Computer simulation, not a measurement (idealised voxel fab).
Title: Process Module voxel gate over fins
Xsec cut, 150 nm wide, square cell size 5 nm.
Cross-section spec: square-cell grid; bands listed top down; each band is one or more rows. Band: top height; bottom height; in nm. Then, left to right: material with width in nm, for each material. "throughout": a single material spanning edge to edge. "air": empty space. Ref level 0: as-received wafer is one material below here. Bottom band extends down with no lower bound ("top 0, no bottom"). Note: "30->40" means the width goes from the first number (top row of the band) to the second number (bottom row) in equal steps per row of cells. "same as before" (step): cross-section cells unchanged, all of them. "Fully sealed voids": empty spaces of 8 cells or more with no open way to the top, each given as width x height at distance, distance from the left edge, all in nm. Heads up: the bit after the settings on a step's line is the simulator's remark on that step. overlay nm: right-of-plan distance of the mask on a masked step; negative values mean left-of-plan.

PLANNED PROCESS STEPS
1 RECEIVE | material Si
2 CONFORMAL_DEP | material SiN | thk nm 5
3 MASKED_ETCH | tone cover | mask id FINS | width nm 15 | pitch nm 45 | etch materials SiN | depth nm 5 | overlay nm 0
4 MASKED_ETCH | tone cover | mask id FINS | width nm 15 | pitch nm 45 | etch materials Si | depth nm 30 | overlay nm 0
5 OXIDIZE | depth nm 5
6 FILL_DEP | material SiO2 | thk nm 10
7 CMP | height nm 5
8 SELECTIVE_ETCH | etch materials SiO2 | depth nm 15
9 STRIP | etch materials SiN
10 CONFORMAL_DEP | material HfO2 | thk nm 5
11 CONFORMAL_DEP | material TiN | thk nm 5
12 FILL_DEP | material W | thk nm 15
13 CMP | height nm 20
14 CONFORMAL_DEP | material SiCN | thk nm 10

DELIVERED WAFER IN CROSS-SECTION: STATE AFTER STEP 1
* top 0, no bottom: Si throughout
* Fully sealed voids: none

CROSS-SECTIONAL IMAGE OF THE FIRST OF TWO WAFERS AT THE END OF THE MODULE, THE RUN HAVING PROCEEDED AS PLANNED
* top 30, bottom 20: SiCN throughout
* top 20, bottom 10: W throughout
* top 10, bottom 5: 40 of W, then 25 of TiN, then 20 of W, then 25 of TiN, then 40 of W
* top 5, bottom 0: 40 of W, then 5 of TiN, then 15 of HfO2, then 5 of TiN, then 20 of W, then 5 of TiN, then 15 of HfO2, then 5 of TiN, then 40 of W
* top 0, bottom -5: 45 of TiN, then 5 of HfO2, then 5 of Si, then 5 of HfO2, then 30 of TiN, then 5 of HfO2, then 5 of Si, then 5 of HfO2, then 45 of TiN
* top -5, bottom -10: 50 of HfO2, then 5 of Si, then 40 of HfO2, then 5 of Si, then 50 of HfO2
* top -10, bottom -35: 50 of SiO2, then 5 of Si, then 40 of SiO2, then 5 of Si, then 50 of SiO2
* top -35, no bottom: Si throughout
* Fully sealed voids: none

THE SECOND WAFER, SHOWN IN CROSS-SECTION AFTER THE MODULE: STARTED THE SAME WAY AS THE FIRST AND GIVEN THE SAME PLAN, YET ONE MISTAKE CREPT INTO HOW IT WAS RUN
* top 30, bottom 20: SiCN throughout
* top 20, bottom 10: W throughout
* top 10, bottom 5: 40 of W, then 25 of HfO2, then 20 of W, then 25 of HfO2, then 40 of W
* top 5, bottom 0: 40 of W, then 5 of HfO2, then 15 of TiN, then 5 of HfO2, then 20 of W, then 5 of HfO2, then 15 of TiN, then 5 of HfO2, then 40 of W
* top 0, bottom -5: 45 of HfO2, then 5 of TiN, then 5 of Si, then 5 of TiN, then 30 of HfO2, then 5 of TiN, then 5 of Si, then 5 of TiN, then 45 of HfO2
* top -5, bottom -10: 50 of TiN, then 5 of Si, then 40 of TiN, then 5 of Si, then 50 of TiN
* top -10, bottom -35: 50 of SiO2, then 5 of Si, then 40 of SiO2, then 5 of Si, then 50 of SiO2
* top -35, no bottom: Si throughout
* Fully sealed voids: none
What was done differently from what was planned? steps 10 and 11 of the plan were run in the wrong order, each in the other's place
Comparing end states, the material composition by cell count is preserved from the first wafer to the second, while the locations of the cells are not.
